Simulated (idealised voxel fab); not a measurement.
The process module presented herein is designated voxel air gaps.
This is section cut - it's 270 nm across, gridded in 5 nm square cells.
Each cross-section below is a grid of square cells, stated as bands in top-down order, with one or more rows of cells making up each band. Band: top and bottom heights (nm) first, top before bottom; then materials from left to right, widths in nm. "everywhere" marks a sole material filling the band edge to edge. "empty" denotes empty space. Counting heights begins at 0, where everything beneath is, in the wafer as received, one material. The lowest band has no bottom; it goes on downwards, as "top 0, no bottom" shows. It should be noted that a width expressed as "30->40" varies in equal increments from row to row of cells within the band, taking the value of the first number at the top row and that of the second number at the bottom row. Take "nothing altered" at face value: in the step it is given for, the cross-section changed in none of its cells. Entry "Closed-off voids" = empty spaces >= 8 cells with no open way to the top; each as width x height at distance, distance from left edge, all nm. Anything after a step's settings on that line? It's the simulator's own note about the step. A step line may carry the setting "overlay nm", which, for steps involving a mask, states the distance by which the mask lay to the right of its intended position; negative values denote displacement to the left.
[Process steps - plan]
- 1: RECEIVE with material Si
- 2: CONFORMAL_DEP with material SiO2, thk nm 10
- 3: CONFORMAL_DEP with material SiN, thk nm 5
- 4: DIRECTIONAL_DEP with material lowk, thk nm 30
- 5: PATTERN with tone open, mask id LINES, material resist, width nm 15, pitch nm 45, thk nm 20, overlay nm 0
- 6: DIRECTIONAL_ETCH with etch materials lowk, depth nm 30
- 7: STRIP with etch materials resist
- 8: CONFORMAL_DEP with material TiN, thk nm 5
- 9: FILL_DEP with material Ru, thk nm 10
- 10: CMP with height nm 45
- 11: EPI with material Ru, thk nm 10
- 12: SELECTIVE_ETCH with etch materials lowk, depth nm 40
- 13: CONFORMAL_DEP with material SiCN, thk nm 5
For clarity, it should be stated that the wafers under discussion commence in an identical condition and differ with respect to the width nm of step 5, the plan indicating the value that the first wafer had.
[Cross-section of the first incoming wafer of several, state after step 1]
	top 0, no bottom  Si everywhere
	Closed-off voids: none
[First of several wafers, sectioned at end of module (last step: step 13)]
	top 60, bottom 55  empty 70 nm  SiCN 135 nm  empty 65 nm
	top 55, bottom 45  empty 70 nm  SiCN 5 nm  Ru 35 nm  SiCN 10 nm  Ru 35 nm  SiCN 10 nm  Ru 35 nm  SiCN 5 nm  empty 65 nm
	top 45, bottom 40  empty 70 nm  SiCN 15 nm  TiN 5 nm  Ru 5 nm  TiN 5 nm  SiCN 30 nm  TiN 5 nm  Ru 5 nm  TiN 5 nm  SiCN 30 nm  TiN 5 nm  Ru 5 nm  TiN 5 nm  SiCN 15 nm  empty 65 nm
	top 40, bottom 20  empty 80 nm  SiCN 5 nm  TiN 5 nm  Ru 5 nm  TiN 5 nm  SiCN 5 nm  empty 20 nm  SiCN 5 nm  TiN 5 nm  Ru 5 nm  TiN 5 nm  SiCN 5 nm  empty 20 nm  SiCN 5 nm  TiN 5 nm  Ru 5 nm  TiN 5 nm  SiCN 5 nm  empty 75 nm
	top 20, bottom 15  SiCN 85 nm  TiN 15 nm  SiCN 30 nm  TiN 15 nm  SiCN 30 nm  TiN 15 nm  SiCN 80 nm
	top 15, bottom 10  SiN everywhere
	top 10, bottom 0  SiO2 everywhere
	top 0, no bottom  Si everywhere
	Closed-off voids: 20 x 20 at 105; 20 x 20 at 150
[Final wafer cross-section at module end]
	top 60, bottom 55  empty 60 nm  SiCN 150 nm  empty 60 nm
	top 55, bottom 45  empty 60 nm  SiCN 5 nm  Ru 140 nm  SiCN 5 nm  empty 60 nm
	top 45, bottom 40  empty 60 nm  SiCN 15 nm  TiN 5 nm  Ru 20 nm  TiN 5 nm  lowk 15 nm  TiN 5 nm  Ru 20 nm  TiN 5 nm  lowk 15 nm  TiN 5 nm  Ru 20 nm  TiN 5 nm  SiCN 15 nm  empty 60 nm
	top 40, bottom 20  empty 70 nm  SiCN 5 nm  TiN 5 nm  Ru 20 nm  TiN 5 nm  lowk 15 nm  TiN 5 nm  Ru 20 nm  TiN 5 nm  lowk 15 nm  TiN 5 nm  Ru 20 nm  TiN 5 nm  SiCN 5 nm  empty 70 nm
	top 20, bottom 15  SiCN 75 nm  TiN 30 nm  lowk 15 nm  TiN 30 nm  lowk 15 nm  TiN 30 nm  SiCN 75 nm
	top 15, bottom 10  SiN everywhere
	top 10, bottom 0  SiO2 everywhere
	top 0, no bottom  Si everywhere
	Closed-off voids: none
[Per wafer (row), end of module: delta in cells per material since receipt, (+) for gained, (-) for lost; closed voids after that]
width nm 15; +57 Ru; +126 SiCN; +54 SiN; +108 SiO2; +39 TiN; Closed-off voids: 20 x 20 at 105; 20 x 20 at 150
width nm 20; +78 Ru; +118 SiCN; +54 SiN; +108 SiO2; +42 TiN; Closed-off voids: 15 x 20 at 105; 15 x 20 at 150
width nm 25; +99 Ru; +78 SiCN; +54 SiN; +108 SiO2; +45 TiN; +48 lowk; Closed-off voids: none
width nm 30; +116 Ru; +78 SiCN; +54 SiN; +108 SiO2; +48 TiN; +36 lowk; Closed-off voids: none
